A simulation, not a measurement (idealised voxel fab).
Module name: voxel local oxidation (process module)
The width of the displayed cross-section, cut, is 230 nm; its cells are square, with a size of 5 nm.
In this document a cross-section is written as a grid of square cells. It is given as a series of bands, listed from the top down, and a band is one or more rows of cells. Band: top height; bottom height; in nm. Then, left to right: material with width in nm, for each material. "throughout": a single material spanning edge to edge. "air": empty space. Beneath 0, the wafer as received is one material, and that level is where height counting begins. The lowest band goes on downward without a bottom; it is written like "0 down". Read "30 to 40" as a graded width: first number on top, second number at the bottom, same change between each pair of neighbouring rows. Where the words "no change" appear for a step, the cross-section shows no cell changed by that step; every cell remained as before. In "Closed cavities" the enclosed voids are listed, meaning empty spaces of 8 cells or larger without any opening to the top. The form is width x height at distance, distance from the left edge, units nm. Formally, on a step line, whatever follows the settings is a remark that the simulator itself makes on the step. The line of a step may include "overlay nm". On a step with a mask, this value is how far to the right of its planned place the mask lay. A negative value means the mask lay to the left.

Planned process steps:
| 1 | RECEIVE, material Si |
| 2 | CONFORMAL_DEP, material SiO2, thk nm 5 |
| 3 | CONFORMAL_DEP, material SiN, thk nm 10 |
| 4 | PATTERN, tone cover, mask id ACTIVE, material resist, width nm 110, thk nm 20, overlay nm 0 |
| 5 | DIRECTIONAL_ETCH, etch materials SiN, depth nm 10 |
| 6 | STRIP, etch materials resist |
| 7 | SELECTIVE_ETCH, etch materials SiO2, depth nm 5 |
| 8 | OXIDIZE, depth nm 10 |
| 9 | STRIP, etch materials SiN |

As-received wafer cross-section (after step 1):
> 0 down = Si throughout
> Closed cavities: none

Wafer cross-section at module end: first of two, run to plan:
> 5 to 0 = air (65), SiO2 (100), air (65)
> 0 to -10 = SiO2 (75), Si (80), SiO2 (75)
> -10 down = Si throughout
> Closed cavities: none

Second wafer through the module, sectioned at the end: same beginning and same plan as the first wafer, with one mistake in carrying it out:
> 5 to 0 = air (75), SiO2 (100), air (55)
> 0 to -10 = SiO2 (85), Si (80), SiO2 (65)
> -10 down = Si throughout
> Closed cavities: none
Which mistake was made when the wafer was run? not per plan at step 4, really ran PATTERN, tone cover, mask id ACTIVE, material resist, width nm 110, thk nm 20, overlay nm 10
At the close, every material occupies the same number of cells on the second wafer as on the first, only in different positions.
